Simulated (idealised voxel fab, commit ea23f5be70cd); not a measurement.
Module name: voxel released beams (process module)
The cross-section on display is named cut; it measures 215 nm wide, and its cells are 5 nm squares.
Reading order for cross-sections: top band down to bottom band. Underlying form: a grid of square cells. Band size: one or more rows of cells. First you get the band's top height and its bottom height, in nm, and then the materials it's made of, left to right, with each width in nm. If you see a single material with "all across", that one covers the band edge to edge. "empty" is empty space. For the purposes of this specification, 0 denotes the height below which the wafer in its as-received condition is composed wholly of one material, and the lowermost band, lacking a lower limit, extends downward without end, as expressed in "0 -> down". A width given as "30 to 40" starts at the first number in the band's top row and ends at the second number in its bottom row, shifting by an equal amount at every step from row to row. The cross-section has no changed cell in any step marked "stayed the same". "Unvented voids": sealed empty spaces, 8 cells or more, no open way to top, listed width x height at distance, with distance from the left edge and width, height and distance in nm. Anything after a step's settings on that line? It's the simulator's own note about the step. overlay nm: mask offset rightward from planned place, masked step; negative means leftward offset.
## Intended process steps
| 1 | RECEIVE: material Si |
| 2 | CONFORMAL_DEP: material SiN, thk nm 10 |
| 3 | DIRECTIONAL_DEP: material SiO2, thk nm 10 |
| 4 | DIRECTIONAL_DEP: material aC, thk nm 10 |
| 5 | PATTERN: tone open, mask id ANCHOR, material resist, width nm 35, thk nm 25, overlay nm 0 |
| 6 | DIRECTIONAL_ETCH: etch materials aC, depth nm 10 |
| 7 | STRIP: etch materials resist |
| 8 | DIRECTIONAL_ETCH: etch materials SiO2, depth nm 10 |
| 9 | STRIP: etch materials aC |
| 10 | CONFORMAL_DEP: material polySi, thk nm 15 |
| 11 | DIRECTIONAL_DEP: material aC, thk nm 10 |
| 12 | PATTERN: tone cover, mask id BEAM, material resist, width nm 105, thk nm 30, overlay nm 0 |
| 13 | DIRECTIONAL_ETCH: etch materials aC, depth nm 10 |
| 14 | STRIP: etch materials resist |
| 15 | DIRECTIONAL_ETCH: etch materials polySi, depth nm 15 |
| 16 | STRIP: etch materials aC |
| 17 | STRIP: etch materials SiO2 |
## Delivered wafer in cross-section: state after step 1
    0 -> down  Si all across
    Unvented voids: none
## Wafer cross-section at module end: first of two, run to plan
    35 -> 25  50 nm empty  20 nm polySi  5 nm empty  80 nm polySi  60 nm empty
    25 -> 20  50 nm empty  105 nm polySi  60 nm empty
    20 -> 10  55 nm empty  35 nm polySi  125 nm empty
    10 -> 0  SiN all across
    0 -> down  Si all across
    Unvented voids: none
## Cross-sectional image of the second wafer of the two following completion of the module. Starting state and process plan were the same as for the first wafer; one execution error occurred
    50 -> 35  50 nm empty  105 nm polySi  60 nm empty
    35 -> 20  polySi all across
    20 -> 10  55 nm SiO2  35 nm polySi  125 nm SiO2
    10 -> 0  SiN all across
    0 -> down  Si all across
    Unvented voids: none
Misprocessing identified: step 10 of the plan was twice carried out
Heads up, by the end the second wafer has more or fewer cells of some materials compared to the first: SiO2: 72 more | polySi: 131 more
